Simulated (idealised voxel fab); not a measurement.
Proc. module: voxel released beams
The figure presents cross-section cut, which has a width of 255 nm and is divided into square cells with an edge length of 5 nm.
Throughout this document, each cross-section is represented as a grid of square cells and is presented as a sequence of bands enumerated from the top downward, where a band comprises one or more rows of cells. It is stipulated that each band's entry specify, in nanometres, the height of the top of the band and then that of its bottom, followed by the materials of the band in left-to-right sequence, each together with its width in nanometres. A single material marked by the word "all across" is understood to fill the band from edge to edge; the word "air" is understood to denote empty space. It should be noted that heights are counted from 0, beneath which the wafer as supplied is of one material throughout, and that the lowest band possesses no lower boundary but continues downward, as written in "from 0 down". Read "30 to 40" as a graded width: first number on top, second number at the bottom, same change between each pair of neighbouring rows. Step marked "all unchanged"? Then no cell in the cross-section changed in it. Voids not open to the top, 8 cells minimum: see "Sealed voids". Written width x height at distance; distance is from the left edge; nm. On a step's line, text after the settings is the simulator commenting on that step. On any step carrying a mask, the "overlay nm" setting, if present on the step's line, tells how far right of its planned place the mask lay; negative values point to the left.
-- Process steps - plan
| 1 | RECEIVE with material Si |
| 2 | CONFORMAL_DEP with material SiN, thk nm 5 |
| 3 | DIRECTIONAL_DEP with material SiO2, thk nm 15 |
| 4 | DIRECTIONAL_DEP with material aC, thk nm 10 |
| 5 | PATTERN with tone open, mask id ANCHOR, material resist, width nm 35, thk nm 30, overlay nm 0 |
| 6 | DIRECTIONAL_ETCH with etch materials aC, depth nm 10 |
| 7 | STRIP with etch materials resist |
| 8 | DIRECTIONAL_ETCH with etch materials SiO2, depth nm 15 |
| 9 | STRIP with etch materials aC |
| 10 | CONFORMAL_DEP with material TiN, thk nm 15 |
| 11 | DIRECTIONAL_DEP with material aC, thk nm 10 |
| 12 | PATTERN with tone cover, mask id BEAM, material resist, width nm 80, thk nm 25, overlay nm 0 |
| 13 | DIRECTIONAL_ETCH with etch materials aC, depth nm 10 |
| 14 | STRIP with etch materials resist |
| 15 | DIRECTIONAL_ETCH with etch materials TiN, depth nm 15 |
| 16 | STRIP with etch materials aC |
| 17 | STRIP with etch materials SiO2 |
-- First of two wafers - as planned
-- As-received state of the wafer in cross-section, equivalent to post-step 1
* from 0 down = Si all across
* Sealed voids: none
-- Step 2 done - wafer cross-section
* from 5 to 0 = SiN all across
* Below 0, no change.
-- Step 3 done - wafer cross-section
* from 20 to 5 = SiO2 all across
* Below 5, no change.
-- Step 4 done - wafer cross-section
* from 30 to 20 = aC all across
* Below 20, no change.
-- Step 5 done - wafer cross-section
* from 60 to 30 = resist (90) | air (35) | resist (130)
* Below 30, no change.
-- Step 6 done - wafer cross-section
* from 50 to 30 = resist (90) | air (35) | resist (130)
* from 30 to 20 = aC (90) | air (35) | aC (130)
* Below 20, no change.
-- Step 7 done - wafer cross-section
* from 30 to 20 = aC (90) | air (35) | aC (130)
* Below 20, no change.
-- Step 8 done - wafer cross-section
* from 30 to 20 = aC (90) | air (35) | aC (130)
* from 20 to 5 = SiO2 (90) | air (35) | SiO2 (130)
* Below 5, no change.
-- Step 9 done - wafer cross-section
* from 20 to 5 = SiO2 (90) | air (35) | SiO2 (130)
* Below 5, no change.
-- Step 10 done - wafer cross-section
* from 35 to 20 = TiN (105) | air (5) | TiN (145)
* from 20 to 5 = SiO2 (90) | TiN (35) | SiO2 (130)
* Below 5, no change.
-- Step 11 done - wafer cross-section
* from 45 to 35 = aC (105) | air (5) | aC (145)
* from 35 to 30 = TiN (105) | air (5) | TiN (145)
* from 30 to 20 = TiN (105) | aC (5) | TiN (145)
* Below 20, no change.
-- Step 12 done - wafer cross-section
* from 70 to 45 = air (85) | resist (80) | air (90)
* from 45 to 35 = aC (105) | resist (5) | aC (145)
* from 35 to 30 = TiN (105) | resist (5) | TiN (145)
* Below 30, no change.
-- Step 13 done - wafer cross-section
* from 60 to 45 = air (85) | resist (80) | air (90)
* from 45 to 35 = air (85) | aC (20) | resist (5) | aC (55) | air (90)
* Below 35, no change.
-- Step 14 done - wafer cross-section
* from 45 to 35 = air (85) | aC (20) | air (5) | aC (55) | air (90)
* from 35 to 30 = TiN (105) | air (5) | TiN (145)
* Below 30, no change.
-- Step 15 done - wafer cross-section
* from 45 to 35 = air (85) | aC (20) | air (5) | aC (55) | air (90)
* from 35 to 30 = air (85) | TiN (20) | air (5) | TiN (55) | air (90)
* from 30 to 20 = air (85) | TiN (20) | aC (5) | TiN (55) | air (90)
* Below 20, no change.
-- Step 16 done - wafer cross-section
* from 35 to 20 = air (85) | TiN (20) | air (5) | TiN (55) | air (90)
* Below 20, no change.
-- Step 17 done - wafer cross-section
* from 35 to 20 = air (85) | TiN (20) | air (5) | TiN (55) | air (90)
* from 20 to 5 = air (90) | TiN (35) | air (130)
* Below 5, no change.
-- Second of two: same start, same plan, one run error; steps up to and including 4 match the first
-- The second wafer in cross-section, at the planned close of step 5
* from 60 to 30 = air (90) | resist (35) | air (130)
* Below 30, no change.
-- The second wafer in cross-section, at the planned close of step 6
* from 50 to 30 = air (90) | resist (35) | air (130)
* from 30 to 20 = air (90) | aC (35) | air (130)
* Below 20, no change.
-- The second wafer in cross-section, at the planned close of step 7
* from 30 to 20 = air (90) | aC (35) | air (130)
* Below 20, no change.
-- The second wafer in cross-section, at the planned close of step 8
* from 30 to 20 = air (90) | aC (35) | air (130)
* from 20 to 5 = air (90) | SiO2 (35) | air (130)
* Below 5, no change.
-- The second wafer in cross-section, at the planned close of step 9
* from 20 to 5 = air (90) | SiO2 (35) | air (130)
* Below 5, no change.
-- The second wafer in cross-section, at the planned close of step 10
* from 35 to 20 = air (75) | TiN (65) | air (115)
* from 20 to 5 = TiN (90) | SiO2 (35) | TiN (130)
* Below 5, no change.
-- The second wafer in cross-section, at the planned close of step 11
* from 45 to 35 = air (75) | aC (65) | air (115)
* from 35 to 30 = air (75) | TiN (65) | air (115)
* from 30 to 20 = aC (75) | TiN (65) | aC (115)
* Below 20, no change.
-- The second wafer in cross-section, at the planned close of step 12
* from 70 to 45 = air (85) | resist (80) | air (90)
* from 45 to 35 = air (75) | aC (65) | resist (25) | air (90)
* from 35 to 30 = air (75) | TiN (65) | resist (25) | air (90)
* Below 30, no change.
-- The second wafer in cross-section, at the planned close of step 13
* from 60 to 45 = air (85) | resist (80) | air (90)
* from 45 to 35 = air (85) | aC (55) | resist (25) | air (90)
* from 35 to 30 = air (75) | TiN (65) | resist (25) | air (90)
* from 30 to 20 = air (75) | TiN (65) | aC (25) | air (90)
* Below 20, no change.
-- The second wafer in cross-section, at the planned close of step 14
* from 45 to 35 = air (85) | aC (55) | air (115)
* from 35 to 30 = air (75) | TiN (65) | air (115)
* Below 30, no change.
-- The second wafer in cross-section, at the planned close of step 15
* from 45 to 35 = air (85) | aC (55) | air (115)
* from 35 to 30 = air (85) | TiN (55) | air (115)
* from 30 to 20 = air (85) | TiN (55) | aC (25) | air (90)
* from 20 to 5 = air (75) | TiN (15) | SiO2 (35) | TiN (40) | air (90)
* Below 5, no change.
-- The second wafer in cross-section, at the planned close of step 16
* from 35 to 20 = air (85) | TiN (55) | air (115)
* Below 20, no change.
The second wafer in cross-section, at the planned close of step 17: all unchanged
Short version of what went wrong: step 5 ran as: PATTERN with tone cover, mask id ANCHOR, material resist, width nm 35, thk nm 30, overlay nm 0
FYI, end of process, the second wafer has more or fewer cells of some materials than the first: SiO2: 21 more
